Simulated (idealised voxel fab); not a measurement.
voxel wiring stack: a process module
The figure presents cross-section cut, which has a width of 230 nm and is divided into square cells with an edge length of 5 nm.
Cross-section = grid of square cells, listed top down in bands; band = one or more rows. Band: top and bottom heights (nm) first, top before bottom; then materials from left to right, widths in nm. "edge to edge" marks a sole material filling the band edge to edge. "blank" denotes empty space. The level at which height equals 0 is the one under which the wafer, as it arrives, is entirely one material. No lower edge exists for the bottom band, which continues downward and is notated as in "0 -> down". The expression "30 to 40" gives the width at the extremes of the band, the first number at its top row of cells and the second at its bottom row, with the width changing by equal amounts from each row to the next in between. It should be understood that the words "remained the same", when stated for a given step, signify that the cross-section underwent no change in any of its cells during that step. Any empty space of 8 cells or more lacking an open way to the top shows up in "Closed cavities" as width x height at distance, distance from the left edge, in nm. Read whatever lies past the settings on a step's line as the simulator's own remark about the step. For masked steps, "overlay nm" on the step line gives how far right of plan the mask actually lay; a minus sign means it lay to the left.

So here's the lineup of process steps we planned:
| 1 | RECEIVE: material Si |
| 2 | CONFORMAL_DEP: material SiO2, thk nm 15 |
| 3 | DIRECTIONAL_DEP: material TiN, thk nm 5 |
| 4 | DIRECTIONAL_DEP: material W, thk nm 25 |
| 5 | DIRECTIONAL_DEP: material aC, thk nm 15 |
| 6 | PATTERN: tone cover, mask id METAL_1, material resist, width nm 25, pitch nm 40, thk nm 30, overlay nm 0 |
| 7 | DIRECTIONAL_ETCH: etch materials aC, depth nm 15 |
| 8 | STRIP: etch materials resist |
| 9 | DIRECTIONAL_ETCH: etch materials W, depth nm 25 |
| 10 | DIRECTIONAL_ETCH: etch materials TiN, depth nm 5 |
| 11 | STRIP: etch materials aC |
| 12 | FILL_DEP: material lowk, thk nm 5 |
| 13 | CMP: height nm 45 |
| 14 | CONFORMAL_DEP: material SiCN, thk nm 5 |
| 15 | DIRECTIONAL_DEP: material SiO2, thk nm 15 |
| 16 | DIRECTIONAL_DEP: material aC, thk nm 10 |
| 17 | PATTERN: tone open, mask id PLUG_1, material resist, width nm 15, pitch nm 80, thk nm 25, overlay nm 0 |
| 18 | DIRECTIONAL_ETCH: etch materials aC, depth nm 10 |
| 19 | STRIP: etch materials resist |
| 20 | DIRECTIONAL_ETCH: etch materials SiO2, depth nm 15 |
| 21 | DIRECTIONAL_ETCH: etch materials SiCN, depth nm 5 |
| 22 | STRIP: etch materials aC |
| 23 | EPI: material Ru, thk nm 10 |
| 24 | EPI: material Ru, thk nm 10 |
| 25 | DIRECTIONAL_DEP: material TiN, thk nm 5 |
| 26 | DIRECTIONAL_DEP: material W, thk nm 15 |
| 27 | MASKED_ETCH: tone cover, mask id METAL_2, width nm 25, pitch nm 40, etch materials W, depth nm 15, overlay nm 0 |
| 28 | MASKED_ETCH: tone cover, mask id METAL_2, width nm 25, pitch nm 40, etch materials TiN, depth nm 5, overlay nm 0 |
| 29 | CONFORMAL_DEP: material SiN, thk nm 5 |
| 30 | FILL_DEP: material SiO2, thk nm 5 |
| 31 | CMP: height nm 85 |
| 32 | CONFORMAL_DEP: material SiCN, thk nm 5 |
| 33 | DIRECTIONAL_DEP: material lowk, thk nm 25 |
| 34 | DIRECTIONAL_DEP: material aC, thk nm 15 |
| 35 | PATTERN: tone open, mask id METAL_3_HOLES, material resist, width nm 15, pitch nm 40, thk nm 35, overlay nm 0 |
| 36 | DIRECTIONAL_ETCH: etch materials aC, depth nm 15 |
| 37 | STRIP: etch materials resist |
| 38 | DIRECTIONAL_ETCH: etch materials lowk, depth nm 25 |
| 39 | STRIP: etch materials aC |
| 40 | DIRECTIONAL_DEP: material aC, thk nm 10 |
| 41 | PATTERN: tone open, mask id METAL_3, material resist, width nm 25, pitch nm 40, thk nm 25, overlay nm 0 |
| 42 | DIRECTIONAL_ETCH: etch materials aC, depth nm 10 |
| 43 | STRIP: etch materials resist |
| 44 | DIRECTIONAL_ETCH: etch materials lowk, depth nm 15 |
| 45 | DIRECTIONAL_ETCH: etch materials SiCN, depth nm 5 |
| 46 | STRIP: etch materials aC |
| 47 | CONFORMAL_DEP: material TiN, thk nm 5 |
| 48 | FILL_DEP: material Ru, thk nm 5 |
| 49 | CMP: height nm 115 |
| 50 | CONFORMAL_DEP: material SiCN, thk nm 5 |
| 51 | DIRECTIONAL_DEP: material lowk, thk nm 15 |
| 52 | PATTERN: tone open, mask id PLUG_3, material resist, width nm 15, pitch nm 80, thk nm 15, overlay nm 0 |
| 53 | DIRECTIONAL_ETCH: etch materials lowk, depth nm 15 |
| 54 | DIRECTIONAL_ETCH: etch materials SiCN, depth nm 5 |
| 55 | STRIP: etch materials resist |
| 56 | CONFORMAL_DEP: material TiN, thk nm 5 |
| 57 | FILL_DEP: material W, thk nm 5 |
| 58 | CMP: height nm 135 |
| 59 | DIRECTIONAL_DEP: material TiN, thk nm 5 |
| 60 | DIRECTIONAL_DEP: material W, thk nm 15 |
| 61 | PATTERN: tone cover, mask id METAL_4, material resist, width nm 25, pitch nm 40, thk nm 15, overlay nm 0 |
| 62 | DIRECTIONAL_ETCH: etch materials W, depth nm 15 |
| 63 | DIRECTIONAL_ETCH: etch materials TiN, depth nm 5 |
| 64 | STRIP: etch materials resist |
| 65 | FILL_DEP: material lowk, thk nm 10 |
| 66 | CMP: height nm 155 |
| 67 | CONFORMAL_DEP: material SiCN, thk nm 5 |

As-received wafer cross-section (after step 1):
> 0 -> down  Si edge to edge
> Closed cavities: none

Same starting wafer, same plan as above, one mistake in the execution; this is the cross-section at the end of the module:
> 160 -> 155  SiCN edge to edge
> 155 -> 140  40 nm lowk | 25 nm W | 15 nm lowk | 25 nm W | 15 nm lowk | 25 nm W | 15 nm lowk | 25 nm W | 45 nm lowk
> 140 -> 135  40 nm lowk | 25 nm TiN | 15 nm lowk | 25 nm TiN | 15 nm lowk | 25 nm TiN | 15 nm lowk | 25 nm TiN | 45 nm lowk
> 135 -> 120  40 nm lowk | 5 nm TiN | 5 nm W | 5 nm TiN | 65 nm lowk | 5 nm TiN | 5 nm W | 5 nm TiN | 95 nm lowk
> 120 -> 115  40 nm SiCN | 15 nm TiN | 65 nm SiCN | 15 nm TiN | 95 nm SiCN
> 115 -> 105  40 nm lowk | 5 nm TiN | 15 nm Ru | 5 nm TiN | 15 nm lowk | 5 nm TiN | 15 nm Ru | 5 nm TiN | 15 nm lowk | 5 nm TiN | 15 nm Ru | 5 nm TiN | 15 nm lowk | 5 nm TiN | 15 nm Ru | 5 nm TiN | 45 nm lowk
> 105 -> 100  40 nm lowk | 5 nm TiN | 5 nm Ru | 15 nm TiN | 15 nm lowk | 5 nm TiN | 5 nm Ru | 15 nm TiN | 15 nm lowk | 5 nm TiN | 5 nm Ru | 15 nm TiN | 15 nm lowk | 5 nm TiN | 5 nm Ru | 15 nm TiN | 45 nm lowk
> 100 -> 90  40 nm lowk | 5 nm TiN | 5 nm Ru | 5 nm TiN | 25 nm lowk | 5 nm TiN | 5 nm Ru | 5 nm TiN | 25 nm lowk | 5 nm TiN | 5 nm Ru | 5 nm TiN | 25 nm lowk | 5 nm TiN | 5 nm Ru | 5 nm TiN | 55 nm lowk
> 90 -> 85  40 nm SiCN | 15 nm TiN | 25 nm SiCN | 15 nm TiN | 25 nm SiCN | 15 nm TiN | 25 nm SiCN | 15 nm TiN | 55 nm SiCN
> 85 -> 75  50 to 35 nm SiO2 | 5 to 20 nm SiN | 10 nm W | 5 nm SiN | 5 nm SiO2 | 5 nm SiN | 25 nm W | 5 nm SiN | 20 to 5 nm SiO2 | 5 to 20 nm SiN | 10 nm W | 5 nm SiN | 5 nm SiO2 | 5 nm SiN | 25 nm W | 5 nm SiN | 40 nm SiO2
> 75 -> 70  35 nm SiO2 | 5 nm SiN | 25 nm W | 5 nm SiN | 5 nm SiO2 | 5 nm SiN | 25 nm W | 5 nm SiN | 5 nm SiO2 | 5 nm SiN | 25 nm W | 5 nm SiN | 5 nm SiO2 | 5 nm SiN | 25 nm W | 5 nm SiN | 40 nm SiO2
> 70 -> 65  40 nm SiN | 15 nm W | 10 nm TiN | 15 nm SiN | 25 nm TiN | 15 nm SiN | 15 nm W | 10 nm TiN | 15 nm SiN | 25 nm TiN | 45 nm SiN
> 65 -> 60  40 nm SiO2 | 15 nm W | 65 nm SiO2 | 15 nm W | 95 nm SiO2
> 60 -> 55  40 nm SiO2 | 15 nm TiN | 65 nm SiO2 | 15 nm TiN | 95 nm SiO2
> 55 -> 50  40 nm SiO2 | 15 nm Ru | 65 nm SiO2 | 15 nm Ru | 95 nm SiO2
> 50 -> 45  40 nm SiCN | 15 nm Ru | 65 nm SiCN | 15 nm Ru | 95 nm SiCN
> 45 -> 20  40 nm lowk | 25 nm W | 15 nm lowk | 25 nm W | 15 nm lowk | 25 nm W | 15 nm lowk | 25 nm W | 45 nm lowk
> 20 -> 15  40 nm lowk | 25 nm TiN | 15 nm lowk | 25 nm TiN | 15 nm lowk | 25 nm TiN | 15 nm lowk | 25 nm TiN | 45 nm lowk
> 15 -> 0  SiO2 edge to edge
> 0 -> down  Si edge to edge
> Closed cavities: none
Finding, execution versus plan: one of the identical steps 23 and 24 was skipped, and it is impossible to tell which
